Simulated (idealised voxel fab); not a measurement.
Process module in this document: voxel air gaps
Cross-section cut spans 285 nm and uses square cells 5 nm in size.
Heads up, the way a cross-section reads in here is a grid of square cells, handed over as bands from the top down, with every band being one or more rows of cells.
Read a band's entry like this: the first values are the height of its top and the height of its bottom in nm, and what follows is the sequence of materials from left to right, each with its width in nm. Note that "empty" is empty space, and that a single material marked "throughout" reaches across the band from edge to edge.
The level at which height equals 0 is the one under which the wafer, as it arrives, is entirely one material. No lower edge exists for the bottom band, which continues downward and is notated as in "0 and below".
The expression "30 to 40" gives the width at the extremes of the band, the first number at its top row of cells and the second at its bottom row, with the width changing by equal amounts from each row to the next in between.
"same as before" after a step means that no cell of the cross-section changed.
Listed in "Enclosed empty spaces": every empty space of 8 or more cells without an open way to the top. Form: width x height at distance, the distance being from the left edge, all in nm.
Read whatever lies past the settings on a step's line as the simulator's own remark about the step.
The setting "overlay nm" may be written on the line of a step. When the step uses a mask, the value reports how far to the right of the planned place the mask lay, and a negative value reports that it lay to the left.

### Process steps (planned)
1,RECEIVE,material Si
2,CONFORMAL_DEP,material SiO2,thk nm 10
3,CONFORMAL_DEP,material SiN,thk nm 5
4,DIRECTIONAL_DEP,material lowk,thk nm 40
5,DIRECTIONAL_DEP,material aC,thk nm 10
6,PATTERN,tone open,mask id LINES,material resist,width nm 15,pitch nm 40,thk nm 25,overlay nm 0
7,DIRECTIONAL_ETCH,etch materials aC,depth nm 10
8,STRIP,etch materials resist
9,DIRECTIONAL_ETCH,etch materials lowk,depth nm 40
10,STRIP,etch materials aC
11,CONFORMAL_DEP,material TiN,thk nm 5
12,FILL_DEP,material Ru,thk nm 10
13,CMP,height nm 55
14,EPI,material Ru,thk nm 10
15,SELECTIVE_ETCH,etch materials lowk,depth nm 50
16,CONFORMAL_DEP,material SiN,thk nm 5

### First wafer, two in total, run as planned

### As received (post step 1): cross-section
  0 and below  Si throughout
  Enclosed empty spaces: none

### Cross-section of the wafer subsequent to step 2
  10 down to 0  SiO2 throughout
  Below 0, no change.

### Cross-section of the wafer subsequent to step 3
  15 down to 10  SiN throughout
  Below 10, no change.

### Cross-section of the wafer subsequent to step 4
  55 down to 15  lowk throughout
  Below 15, no change.

### Cross-section of the wafer subsequent to step 5
  65 down to 55  aC throughout
  Below 55, no change.

### Cross-section of the wafer subsequent to step 6
  90 down to 65  75 nm resist  15 nm empty  25 nm resist  15 nm empty  25 nm resist  15 nm empty  25 nm resist  15 nm empty  75 nm resist
  Below 65, no change.

### Cross-section of the wafer subsequent to step 7
  80 down to 65  75 nm resist  15 nm empty  25 nm resist  15 nm empty  25 nm resist  15 nm empty  25 nm resist  15 nm empty  75 nm resist
  65 down to 55  75 nm aC  15 nm empty  25 nm aC  15 nm empty  25 nm aC  15 nm empty  25 nm aC  15 nm empty  75 nm aC
  Below 55, no change.

### Cross-section of the wafer subsequent to step 8
  65 down to 55  75 nm aC  15 nm empty  25 nm aC  15 nm empty  25 nm aC  15 nm empty  25 nm aC  15 nm empty  75 nm aC
  Below 55, no change.

### Cross-section of the wafer subsequent to step 9
  65 down to 55  75 nm aC  15 nm empty  25 nm aC  15 nm empty  25 nm aC  15 nm empty  25 nm aC  15 nm empty  75 nm aC
  55 down to 15  75 nm lowk  15 nm empty  25 nm lowk  15 nm empty  25 nm lowk  15 nm empty  25 nm lowk  15 nm empty  75 nm lowk
  Below 15, no change.

### Cross-section of the wafer subsequent to step 10
  55 down to 15  75 nm lowk  15 nm empty  25 nm lowk  15 nm empty  25 nm lowk  15 nm empty  25 nm lowk  15 nm empty  75 nm lowk
  Below 15, no change.

### Cross-section of the wafer subsequent to step 11
  60 down to 55  80 nm TiN  5 nm empty  35 nm TiN  5 nm empty  35 nm TiN  5 nm empty  35 nm TiN  5 nm empty  80 nm TiN
  55 down to 20  75 nm lowk  5 nm TiN  5 nm empty  5 nm TiN  25 nm lowk  5 nm TiN  5 nm empty  5 nm TiN  25 nm lowk  5 nm TiN  5 nm empty  5 nm TiN  25 nm lowk  5 nm TiN  5 nm empty  5 nm TiN  75 nm lowk
  20 down to 15  75 nm lowk  15 nm TiN  25 nm lowk  15 nm TiN  25 nm lowk  15 nm TiN  25 nm lowk  15 nm TiN  75 nm lowk
  Below 15, no change.

### Cross-section of the wafer subsequent to step 12
  70 down to 60  Ru throughout
  60 down to 55  80 nm TiN  5 nm Ru  35 nm TiN  5 nm Ru  35 nm TiN  5 nm Ru  35 nm TiN  5 nm Ru  80 nm TiN
  55 down to 20  75 nm lowk  5 nm TiN  5 nm Ru  5 nm TiN  25 nm lowk  5 nm TiN  5 nm Ru  5 nm TiN  25 nm lowk  5 nm TiN  5 nm Ru  5 nm TiN  25 nm lowk  5 nm TiN  5 nm Ru  5 nm TiN  75 nm lowk
  Below 20, no change.

### Cross-section of the wafer subsequent to step 13
  55 down to 20  75 nm lowk  5 nm TiN  5 nm Ru  5 nm TiN  25 nm lowk  5 nm TiN  5 nm Ru  5 nm TiN  25 nm lowk  5 nm TiN  5 nm Ru  5 nm TiN  25 nm lowk  5 nm TiN  5 nm Ru  5 nm TiN  75 nm lowk
  Below 20, no change.

### Cross-section of the wafer subsequent to step 14
  65 down to 55  65 nm empty  35 nm Ru  5 nm empty  35 nm Ru  5 nm empty  35 nm Ru  5 nm empty  35 nm Ru  65 nm empty
  Below 55, no change.

### Cross-section of the wafer subsequent to step 15
  65 down to 55  65 nm empty  35 nm Ru  5 nm empty  35 nm Ru  5 nm empty  35 nm Ru  5 nm empty  35 nm Ru  65 nm empty
  55 down to 20  75 nm empty  5 nm TiN  5 nm Ru  5 nm TiN  25 nm empty  5 nm TiN  5 nm Ru  5 nm TiN  25 nm empty  5 nm TiN  5 nm Ru  5 nm TiN  25 nm empty  5 nm TiN  5 nm Ru  5 nm TiN  75 nm empty
  20 down to 15  75 nm empty  15 nm TiN  25 nm empty  15 nm TiN  25 nm empty  15 nm TiN  25 nm empty  15 nm TiN  75 nm empty
  Below 15, no change.

### Cross-section of the wafer subsequent to step 16
  70 down to 65  60 nm empty  165 nm SiN  60 nm empty
  65 down to 55  60 nm empty  5 nm SiN  35 nm Ru  5 nm SiN  35 nm Ru  5 nm SiN  35 nm Ru  5 nm SiN  35 nm Ru  5 nm SiN  60 nm empty
  55 down to 50  60 nm empty  15 nm SiN  5 nm TiN  5 nm Ru  5 nm TiN  25 nm SiN  5 nm TiN  5 nm Ru  5 nm TiN  25 nm SiN  5 nm TiN  5 nm Ru  5 nm TiN  25 nm SiN  5 nm TiN  5 nm Ru  5 nm TiN  15 nm SiN  60 nm empty
  50 down to 20  70 nm empty  5 nm SiN  5 nm TiN  5 nm Ru  5 nm TiN  5 nm SiN  15 nm empty  5 nm SiN  5 nm TiN  5 nm Ru  5 nm TiN  5 nm SiN  15 nm empty  5 nm SiN  5 nm TiN  5 nm Ru  5 nm TiN  5 nm SiN  15 nm empty  5 nm SiN  5 nm TiN  5 nm Ru  5 nm TiN  5 nm SiN  70 nm empty
  20 down to 15  75 nm SiN  15 nm TiN  25 nm SiN  15 nm TiN  25 nm SiN  15 nm TiN  25 nm SiN  15 nm TiN  75 nm SiN
  Below 15, no change.
  Enclosed empty spaces: 15 x 30 at 95; 15 x 30 at 135; 15 x 30 at 175

### Notes, second wafer: start = first wafer's, plan = first wafer's, execution had one mistake; history identical to first through step 5

### Planned end of step 6: second wafer, cross-section
  90 down to 65  75 nm empty  15 nm resist  25 nm empty  15 nm resist  25 nm empty  15 nm resist  25 nm empty  15 nm resist  75 nm empty
  Below 65, no change.

### Planned end of step 7: second wafer, cross-section
  80 down to 65  75 nm empty  15 nm resist  25 nm empty  15 nm resist  25 nm empty  15 nm resist  25 nm empty  15 nm resist  75 nm empty
  65 down to 55  75 nm empty  15 nm aC  25 nm empty  15 nm aC  25 nm empty  15 nm aC  25 nm empty  15 nm aC  75 nm empty
  Below 55, no change.

### Planned end of step 8: second wafer, cross-section
  65 down to 55  75 nm empty  15 nm aC  25 nm empty  15 nm aC  25 nm empty  15 nm aC  25 nm empty  15 nm aC  75 nm empty
  Below 55, no change.

### Planned end of step 9: second wafer, cross-section
  65 down to 55  75 nm empty  15 nm aC  25 nm empty  15 nm aC  25 nm empty  15 nm aC  25 nm empty  15 nm aC  75 nm empty
  55 down to 15  75 nm empty  15 nm lowk  25 nm empty  15 nm lowk  25 nm empty  15 nm lowk  25 nm empty  15 nm lowk  75 nm empty
  Below 15, no change.

### Planned end of step 10: second wafer, cross-section
  55 down to 15  75 nm empty  15 nm lowk  25 nm empty  15 nm lowk  25 nm empty  15 nm lowk  25 nm empty  15 nm lowk  75 nm empty
  Below 15, no change.

### Planned end of step 11: second wafer, cross-section
  60 down to 55  70 nm empty  25 nm TiN  15 nm empty  25 nm TiN  15 nm empty  25 nm TiN  15 nm empty  25 nm TiN  70 nm empty
  55 down to 20  70 nm empty  5 nm TiN  15 nm lowk  5 nm TiN  15 nm empty  5 nm TiN  15 nm lowk  5 nm TiN  15 nm empty  5 nm TiN  15 nm lowk  5 nm TiN  15 nm empty  5 nm TiN  15 nm lowk  5 nm TiN  70 nm empty
  20 down to 15  75 nm TiN  15 nm lowk  25 nm TiN  15 nm lowk  25 nm TiN  15 nm lowk  25 nm TiN  15 nm lowk  75 nm TiN
  Below 15, no change.

### Planned end of step 12: second wafer, cross-section
  70 down to 60  Ru throughout
  60 down to 55  70 nm Ru  25 nm TiN  15 nm Ru  25 nm TiN  15 nm Ru  25 nm TiN  15 nm Ru  25 nm TiN  70 nm Ru
  55 down to 20  70 nm Ru  5 nm TiN  15 nm lowk  5 nm TiN  15 nm Ru  5 nm TiN  15 nm lowk  5 nm TiN  15 nm Ru  5 nm TiN  15 nm lowk  5 nm TiN  15 nm Ru  5 nm TiN  15 nm lowk  5 nm TiN  70 nm Ru
  Below 20, no change.

### Planned end of step 13: second wafer, cross-section
  55 down to 20  70 nm Ru  5 nm TiN  15 nm lowk  5 nm TiN  15 nm Ru  5 nm TiN  15 nm lowk  5 nm TiN  15 nm Ru  5 nm TiN  15 nm lowk  5 nm TiN  15 nm Ru  5 nm TiN  15 nm lowk  5 nm TiN  70 nm Ru
  Below 20, no change.

### Planned end of step 14: second wafer, cross-section
  65 down to 55  Ru throughout
  Below 55, no change.

Planned end of step 15: second wafer, cross-section: same as before

### Planned end of step 16: second wafer, cross-section
  70 down to 65  SiN throughout
  Below 65, no change.
Misprocessing identified: rather than as planned, step 6 actually ran as PATTERN,tone cover,mask id LINES,material resist,width nm 15,pitch nm 40,thk nm 25,overlay nm 0
Final difference in cells, second wafer against first, listed per material as more or fewer: +289 Ru, -100 SiN, +33 TiN, +96 lowk
In the final state there are 3 closed voids in the first wafer, compared with 0 in the second wafer.
